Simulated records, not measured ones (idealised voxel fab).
Herein follows the process module entitled voxel trench capacitor.
cross-section cut | 215 nm wide | cells 5 nm
The cross-sections in this document take the form of a grid made of square cells. They are written out as bands, in order from top to bottom. Each band consists of one or more rows of cells.
This entry defines a band. It first specifies the height of the band's top and the height of its bottom in nm, and then specifies the band's materials from left to right, stating each material with its width in nm. The word "full width" identifies a single material that fills the band from edge to edge, while the word "air" identifies empty space.
A quick word on heights: they are counted from 0, and under that level the wafer as it came to us is one material throughout. The lowest band is different from the rest in having no bottom; it simply continues downward, written as in "top 0, no bottom".
Top row gets the first number, bottom row gets the second, and each row in between changes by the same step: that is how a band width like "30->40" works.
"no modifications" for a step: no cell of the cross-section changed in that step.
Empty spaces counting at least 8 cells and having no open way to the top are listed in "Unvented cavities". The notation width x height at distance is used for each, the distance being from the left edge and all three values in nm.
What comes after the settings on a step's line is commentary from the simulator itself on that step.
"overlay nm" denotes, for a step that has a mask, the displacement of the mask to the right of its planned place, with negative values corresponding to the left.

Below is the list of planned process steps:
1. RECEIVE (material Si)
2. CONFORMAL_DEP (material SiN; thk nm 10)
3. DIRECTIONAL_DEP (material aC; thk nm 15)
4. PATTERN (tone open; mask id TRENCH; material resist; width nm 30; pitch nm 50; thk nm 30; overlay nm 0)
5. DIRECTIONAL_ETCH (etch materials aC; depth nm 15)
6. STRIP (etch materials resist)
7. DIRECTIONAL_ETCH (etch materials SiN; depth nm 10)
8. DIRECTIONAL_ETCH (etch materials Si; depth nm 35)
9. STRIP (etch materials aC)
10. CONFORMAL_DEP (material HfO2; thk nm 5)
11. CONFORMAL_DEP (material TiN; thk nm 5)
12. FILL_DEP (material W; thk nm 10)
13. CMP (height nm 10)

So this is the incoming wafer in cross-section - it's already been through step 1:
	top 0, no bottom: Si full width
	Unvented cavities: none

Cross-section, end of module. Start: as above. Plan: as above. Execution: one mistake:
	top 10, bottom 0: W full width
	top 0, no bottom: Si full width
	Unvented cavities: none
What broke from the plan during processing? step 2 went in with a setting other than planned; the actual run was CONFORMAL_DEP (material W; thk nm 10)
